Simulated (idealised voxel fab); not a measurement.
process module | voxel plated lines
cross-section cut | 230 nm wide | cells 5 nm
A cross-section is a grid of square cells, given in bands from the top down. A band is one or more rows of cells.
Each band's line starts with the height of the band's top and of its bottom, in nm. Then come its materials from left to right, each with its width in nm. One material with "throughout" fills the band from edge to edge. "air" is empty space.
Height 0 is the level under which the wafer as received is all one material. The lowest band goes on downwards, as in "0 down".
A width such as "30 to 40" changes by the same amount from each row of cells to the next, from the band's top row to its bottom row.
"no change" after a step means that no cell of the cross-section changed.
closed voids: empty space of 8 cells or more with no open way to the top, each as width x height at its distance from the left edge, in nm
after a step's settings: what the simulator itself notes on the step
overlay nm, on a step with a mask: how far to the right of its planned place the mask lay; to the left if negative
plan
1 op RECEIVE | material Si
2 op CONFORMAL_DEP | material SiN | thk nm 15
3 op DIRECTIONAL_DEP | material TiN | thk nm 5
4 op PATTERN | tone open | mask id LINES | material resist | width nm 15 | pitch nm 35 | thk nm 20 | overlay nm 0
5 op EPI | material Ru | thk nm 5
6 op STRIP | etch materials resist
7 op DIRECTIONAL_ETCH | etch materials TiN | depth nm 5
8 op CONFORMAL_DEP | material SiN | thk nm 10
as received, after step 1
  0 down: Si throughout
  closed voids: none
first wafer at the end, as planned
  35 to 25: air 45 | SiN 140 | air 45
  25 to 20: SiN 55 | Ru 15 | SiN 20 | Ru 15 | SiN 20 | Ru 15 | SiN 20 | Ru 15 | SiN 55
  20 to 15: SiN 55 | TiN 15 | SiN 20 | TiN 15 | SiN 20 | TiN 15 | SiN 20 | TiN 15 | SiN 55
  15 to 0: SiN throughout
  0 down: Si throughout
  closed voids: none
second wafer at the end: like start, like plan, one mistake
  50 to 40: air 45 | SiN 140 | air 45
  40 to 35: SiN 55 | Ru 15 | SiN 20 | Ru 15 | SiN 20 | Ru 15 | SiN 20 | Ru 15 | SiN 55
  35 to 30: SiN 55 | TiN 15 | SiN 20 | TiN 15 | SiN 20 | TiN 15 | SiN 20 | TiN 15 | SiN 55
  30 to 0: SiN throughout
  0 down: Si throughout
  closed voids: none
what went wrong: step 2 was run twice
at the end the second wafer has, in cells: 138 more of SiN
